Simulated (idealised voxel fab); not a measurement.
Module name: voxel ribs on slabs (process module)
Each square cell in cross-section cut measures 5 nm, and the section as a whole is 295 nm wide.
Square cells in a grid make up a cross-section in this document, and the grid is given as bands, listed from the top down, each one or more rows of cells. A band entry consists of two parts. The first gives the height of the band's top and the height of its bottom, in nm. The rest lists the band's materials from left to right, each with its width in nm. A single material labelled with the word "everywhere" fills the band from edge to edge, and the word "blank" marks empty space. It should be noted that heights are counted from 0, beneath which the wafer as supplied is of one material throughout, and that the lowest band possesses no lower boundary but continues downward, as written in "0 down". Top row gets the first number, bottom row gets the second, and each row in between changes by the same step: that is how a band width like "30 to 40" works. The cross-section has no changed cell in any step marked "no change occurred". Look at "Enclosed cavity list" for the closed voids: empty spaces with no open path to the top, sized 8 cells or up. Each is width x height at distance, distance from the left edge, all nm. Read whatever lies past the settings on a step's line as the simulator's own remark about the step. overlay nm: right-of-plan distance of the mask on a masked step; negative values mean left-of-plan.

# Below is the list of planned process steps
- 1: RECEIVE with material Si
- 2: DIRECTIONAL_DEP with material SiO2, thk nm 20
- 3: DIRECTIONAL_DEP with material SiN, thk nm 15
- 4: PATTERN with tone cover, mask id RIB, material resist, width nm 25, thk nm 15, overlay nm 0
- 5: DIRECTIONAL_ETCH with etch materials SiN, depth nm 10
- 6: STRIP with etch materials resist
- 7: PATTERN with tone cover, mask id SLAB, material resist, width nm 65, thk nm 15, overlay nm 0
- 8: DIRECTIONAL_ETCH with etch materials SiN, depth nm 5
- 9: STRIP with etch materials resist
- 10: FILL_DEP with material SiO2, thk nm 15
- 11: CMP with height nm 45
- 12: DIRECTIONAL_DEP with material TiN, thk nm 10
- 13: MASKED_ETCH with tone cover, mask id HEATER, width nm 35, etch materials TiN, depth nm 10, overlay nm 0
- 14: CONFORMAL_DEP with material SiN, thk nm 10

# The first of a set of two wafers, run to plan

# as received, after step 1
0 down: Si everywhere
Enclosed cavity list: none

# Step 2 done - wafer cross-section
20 to 0: SiO2 everywhere
Beneath the level 0, the cross-section is identical to its previous state.

# Step 3 done - wafer cross-section
35 to 20: SiN everywhere
Beneath the level 20, the cross-section is identical to its previous state.

# Step 4 done - wafer cross-section
50 to 35: 135 blank, then 25 resist, then 135 blank
Beneath the level 35, the cross-section is identical to its previous state.

# Step 5 done - wafer cross-section
50 to 35: 135 blank, then 25 resist, then 135 blank
35 to 25: 135 blank, then 25 SiN, then 135 blank
Beneath the level 25, the cross-section is identical to its previous state.

# Step 6 done - wafer cross-section
35 to 25: 135 blank, then 25 SiN, then 135 blank
Beneath the level 25, the cross-section is identical to its previous state.

# Step 7 done - wafer cross-section
50 to 35: 115 blank, then 65 resist, then 115 blank
35 to 25: 115 blank, then 20 resist, then 25 SiN, then 20 resist, then 115 blank
Beneath the level 25, the cross-section is identical to its previous state.

# Step 8 done - wafer cross-section
50 to 35: 115 blank, then 65 resist, then 115 blank
35 to 25: 115 blank, then 20 resist, then 25 SiN, then 20 resist, then 115 blank
25 to 20: 115 blank, then 65 SiN, then 115 blank
Beneath the level 20, the cross-section is identical to its previous state.

# Step 9 done - wafer cross-section
35 to 25: 135 blank, then 25 SiN, then 135 blank
Beneath the level 25, the cross-section is identical to its previous state.

# Step 10 done - wafer cross-section
50 to 35: SiO2 everywhere
35 to 25: 135 SiO2, then 25 SiN, then 135 SiO2
25 to 20: 115 SiO2, then 65 SiN, then 115 SiO2
Beneath the level 20, the cross-section is identical to its previous state.

# Step 11 done - wafer cross-section
45 to 35: SiO2 everywhere
Beneath the level 35, the cross-section is identical to its previous state.

# Step 12 done - wafer cross-section
55 to 45: TiN everywhere
Beneath the level 45, the cross-section is identical to its previous state.

# Step 13 done - wafer cross-section
55 to 45: 130 blank, then 35 TiN, then 130 blank
Beneath the level 45, the cross-section is identical to its previous state.

# Step 14 done - wafer cross-section
65 to 55: 120 blank, then 55 SiN, then 120 blank
55 to 45: 130 SiN, then 35 TiN, then 130 SiN
Beneath the level 45, the cross-section is identical to its previous state.

# The second wafer began exactly as the first did and followed the same plan, but one mistake was made while running it; through step 4 inclusive, the two wafers are identical

# The second wafer cut through, at the time step 5 was supposed to be finished
50 to 35: 135 blank, then 25 resist, then 135 blank
35 to 30: 135 blank, then 25 SiN, then 135 blank
Beneath the level 30, the cross-section is identical to its previous state.

# The second wafer cut through, at the time step 6 was supposed to be finished
35 to 30: 135 blank, then 25 SiN, then 135 blank
Beneath the level 30, the cross-section is identical to its previous state.

# The second wafer cut through, at the time step 7 was supposed to be finished
50 to 35: 115 blank, then 65 resist, then 115 blank
35 to 30: 115 blank, then 20 resist, then 25 SiN, then 20 resist, then 115 blank
Beneath the level 30, the cross-section is identical to its previous state.

# The second wafer cut through, at the time step 8 was supposed to be finished
50 to 35: 115 blank, then 65 resist, then 115 blank
35 to 30: 115 blank, then 20 resist, then 25 SiN, then 20 resist, then 115 blank
30 to 25: 115 blank, then 65 SiN, then 115 blank
Beneath the level 25, the cross-section is identical to its previous state.

# The second wafer cut through, at the time step 9 was supposed to be finished
35 to 25: 135 to 115 blank, then 25 to 65 SiN, then 135 to 115 blank
Beneath the level 25, the cross-section is identical to its previous state.

# The second wafer cut through, at the time step 10 was supposed to be finished
50 to 35: SiO2 everywhere
35 to 25: 135 to 115 SiO2, then 25 to 65 SiN, then 135 to 115 SiO2
Beneath the level 25, the cross-section is identical to its previous state.

# The second wafer cut through, at the time step 11 was supposed to be finished
45 to 35: SiO2 everywhere
Beneath the level 35, the cross-section is identical to its previous state.

# The second wafer cut through, at the time step 12 was supposed to be finished
55 to 45: TiN everywhere
Beneath the level 45, the cross-section is identical to its previous state.

# The second wafer cut through, at the time step 13 was supposed to be finished
55 to 45: 130 blank, then 35 TiN, then 130 blank
Beneath the level 45, the cross-section is identical to its previous state.

# The second wafer cut through, at the time step 14 was supposed to be finished
65 to 55: 120 blank, then 55 SiN, then 120 blank
55 to 45: 130 SiN, then 35 TiN, then 130 SiN
Beneath the level 45, the cross-section is identical to its previous state.
Want to know what went wrong? step 5 went in with a setting other than planned; the actual run was DIRECTIONAL_ETCH with etch materials SiN, depth nm 5
End of process, cell counts, second wafer against first, materials with more or fewer: 54 more of SiN | 54 fewer of SiO2
